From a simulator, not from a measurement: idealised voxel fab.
Process module heading - voxel gate over fins
270 nm wide, 5 nm square cells: that's cross-section cut.
Square cells in a grid make up a cross-section in this document, and the grid is given as bands, listed from the top down, each one or more rows of cells.
Each band's line starts with the height of the band's top and of its bottom, in nm. Then come its materials from left to right, each with its width in nm. One material with "all across" fills the band from edge to edge. "air" is empty space.
The reference from which all heights are counted is 0, the level beneath which the as-received wafer is entirely one material; the lowest band, having no lower bound, proceeds downward and is written after the example "z 0 and below".
The expression "30->40" gives the width at the extremes of the band, the first number at its top row of cells and the second at its bottom row, with the width changing by equal amounts from each row to the next in between.
The designation "remains unaltered", where it is given for a processing step, indicates that no cell of the cross-section was altered in the course of that step.
"Trapped cavities": empty spaces of 8 cells or more with no open way to the top, each given as width x height at distance, distance from the left edge, all in nm.
after a step's settings: what the simulator itself notes on the step
overlay nm: where the mask lay relative to plan, measured to the right, on steps with a mask; negatives go left.
[Process steps - plan]
- 1: RECEIVE [material Si]
- 2: CONFORMAL_DEP [material SiN] [thk nm 5]
- 3: MASKED_ETCH [tone cover] [mask id FINS] [width nm 15] [pitch nm 55] [etch materials SiN] [depth nm 5] [overlay nm 0]
- 4: MASKED_ETCH [tone cover] [mask id FINS] [width nm 15] [pitch nm 55] [etch materials Si] [depth nm 35] [overlay nm 0]
- 5: OXIDIZE [depth nm 5]
- 6: FILL_DEP [material SiO2] [thk nm 15]
- 7: CMP [height nm 5]
- 8: PATTERN [tone open] [mask id RAIL] [material resist] [width nm 15] [thk nm 20] [overlay nm 0]
- 9: DIRECTIONAL_ETCH [etch materials SiO2] [depth nm 35]
- 10: STRIP [etch materials resist]
- 11: CONFORMAL_DEP [material TiN] [thk nm 5]
- 12: FILL_DEP [material Ru] [thk nm 5]
- 13: CMP [height nm 5]
- 14: SELECTIVE_ETCH [etch materials W Ru TiN] [depth nm 20]
- 15: FILL_DEP [material SiO2] [thk nm 5]
- 16: CMP [height nm 5]
- 17: SELECTIVE_ETCH [etch materials SiO2] [depth nm 15]
- 18: STRIP [etch materials SiN]
- 19: CONFORMAL_DEP [material HfO2] [thk nm 5]
- 20: CONFORMAL_DEP [material TiN] [thk nm 5]
- 21: FILL_DEP [material W] [thk nm 15]
- 22: CMP [height nm 20]
- 23: CONFORMAL_DEP [material SiCN] [thk nm 5]
[Cross-section of the wafer as it came to us, i.e., already through step 1]
* z 0 and below: Si all across
* Trapped cavities: none
[First wafer of two, sectioned at end of module; run went per plan]
* z 25 to 20: SiCN all across
* z 20 to 10: W all across
* z 10 to 5: W (40)  TiN (25)  W (30)  TiN (25)  W (30)  TiN (25)  W (30)  TiN (25)  W (40)
* z 5 to 0: W (40)  TiN (5)  HfO2 (15)  TiN (5)  W (30)  TiN (5)  HfO2 (15)  TiN (5)  W (30)  TiN (5)  HfO2 (15)  TiN (5)  W (30)  TiN (5)  HfO2 (15)  TiN (5)  W (40)
* z 0 to -5: TiN (45)  HfO2 (5)  Si (5)  HfO2 (5)  TiN (40)  HfO2 (5)  Si (5)  HfO2 (5)  TiN (40)  HfO2 (5)  Si (5)  HfO2 (5)  TiN (40)  HfO2 (5)  Si (5)  HfO2 (5)  TiN (45)
* z -5 to -10: HfO2 (50)  Si (5)  HfO2 (50)  Si (5)  HfO2 (50)  Si (5)  HfO2 (50)  Si (5)  HfO2 (50)
* z -10 to -15: SiO2 (50)  Si (5)  SiO2 (50)  Si (5)  SiO2 (50)  Si (5)  SiO2 (50)  Si (5)  SiO2 (50)
* z -15 to -25: SiO2 (50)  Si (5)  SiO2 (15)  TiN (5)  Ru (5)  TiN (5)  SiO2 (20)  Si (5)  SiO2 (50)  Si (5)  SiO2 (50)  Si (5)  SiO2 (50)
* z -25 to -30: SiO2 (50)  Si (5)  SiO2 (15)  TiN (15)  SiO2 (20)  Si (5)  SiO2 (50)  Si (5)  SiO2 (50)  Si (5)  SiO2 (50)
* z -30 to -40: SiO2 (50)  Si (5)  SiO2 (50)  Si (5)  SiO2 (50)  Si (5)  SiO2 (50)  Si (5)  SiO2 (50)
* z -40 and below: Si all across
* Trapped cavities: none
[Second wafer cross-section at end of module - shared start and plan with the first, one mistake in the run]
* z 25 to 20: SiCN all across
* z 20 to 15: W all across
* z 15 to 10: TiN all across
* z 10 to 5: HfO2 (50)  TiN (5)  HfO2 (50)  TiN (5)  HfO2 (50)  TiN (5)  HfO2 (50)  TiN (5)  HfO2 (50)
* z 5 to 0: HfO2 all across
* z 0 to -35: HfO2 (45)  SiO2 (5)  Si (5)  SiO2 (5)  HfO2 (40)  SiO2 (5)  Si (5)  SiO2 (5)  HfO2 (40)  SiO2 (5)  Si (5)  SiO2 (5)  HfO2 (40)  SiO2 (5)  Si (5)  SiO2 (5)  HfO2 (45)
* z -35 to -40: SiO2 (50)  Si (5)  SiO2 (50)  Si (5)  SiO2 (50)  Si (5)  SiO2 (50)  Si (5)  SiO2 (50)
* z -40 and below: Si all across
* Trapped cavities: none
The plan and the run diverged here: step 6 changed vs plan, executed as FILL_DEP [material HfO2] [thk nm 15]
Wrapping up, a cell-based count of both wafers puts the second over or under the first for these materials: 328 more of HfO2; 2 fewer of Ru; 185 fewer of SiO2; 19 fewer of TiN; 122 fewer of W
